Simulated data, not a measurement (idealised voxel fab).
process module | voxel self aligned contacts
cross-section cut | 250 nm wide | cells 5 nm
A cross-section is a grid of square cells, given in bands from the top down. A band is one or more rows of cells.
Each band's line starts with the height of the band's top and of its bottom, in nm. Then come its materials from left to right, each with its width in nm. One material with "throughout" fills the band from edge to edge. "air" is empty space.
Height 0 is the level under which the wafer as received is all one material. The lowest band goes on downwards, as in "0 down".
A width such as "30 to 40" changes by the same amount from each row of cells to the next, from the band's top row to its bottom row.
"no change" after a step means that no cell of the cross-section changed.
closed voids: empty space of 8 cells or more with no open way to the top, each as width x height at its distance from the left edge, in nm
after a step's settings: what the simulator itself notes on the step
overlay nm, on a step with a mask: how far to the right of its planned place the mask lay; to the left if negative
plan
1 op RECEIVE | material Si
2 op CONFORMAL_DEP | material SiO2 | thk nm 5
3 op DIRECTIONAL_DEP | material polySi | thk nm 20
4 op DIRECTIONAL_DEP | material SiN | thk nm 20
5 op PATTERN | tone cover | mask id GATE | material resist | width nm 25 | pitch nm 70 | thk nm 20 | overlay nm 0
6 op DIRECTIONAL_ETCH | etch materials SiN | depth nm 20
7 op DIRECTIONAL_ETCH | etch materials polySi | depth nm 20
8 op STRIP | etch materials resist
9 op CONFORMAL_DEP | material SiN | thk nm 10
10 op DIRECTIONAL_ETCH | etch materials SiN | depth nm 10
11 op FILL_DEP | material SiO2 | thk nm 15
12 op CMP | height nm 55
13 op PATTERN | tone open | mask id CONTACT | material resist | width nm 55 | pitch nm 70 | thk nm 15 | overlay nm 0
14 op DIRECTIONAL_ETCH | etch materials SiO2 | depth nm 55
15 op STRIP | etch materials resist
16 op CONFORMAL_DEP | material TiN | thk nm 5
17 op FILL_DEP | material W | thk nm 5
18 op CMP | height nm 55
19 op CONFORMAL_DEP | material SiN | thk nm 5
as received, after step 1
  0 down: Si throughout
  closed voids: none
a wafer at the end: this start, this plan, one mistake
  60 to 55: SiN throughout
  55 to 45: SiO2 60 | TiN 5 | W 45 | TiN 5 | SiO2 15 | TiN 5 | W 45 | TiN 5 | SiO2 65
  45 to 40: SiO2 60 | TiN 15 | W 25 | TiN 15 | SiO2 15 | TiN 15 | W 25 | TiN 15 | SiO2 65
  40 to 25: SiO2 35 | SiN 35 | TiN 5 | W 25 | TiN 5 | SiN 35 | TiN 5 | W 25 | TiN 5 | SiN 35 | SiO2 40
  25 to 5: SiO2 35 | SiN 5 | polySi 25 | SiN 5 | TiN 5 | W 25 | TiN 5 | SiN 5 | polySi 25 | SiN 5 | TiN 5 | W 25 | TiN 5 | SiN 5 | polySi 25 | SiN 5 | SiO2 40
  5 to 0: SiO2 70 | TiN 35 | SiO2 35 | TiN 35 | SiO2 75
  0 down: Si throughout
  closed voids: none
what went wrong: step 9 ran as: op CONFORMAL_DEP | material SiN | thk nm 5
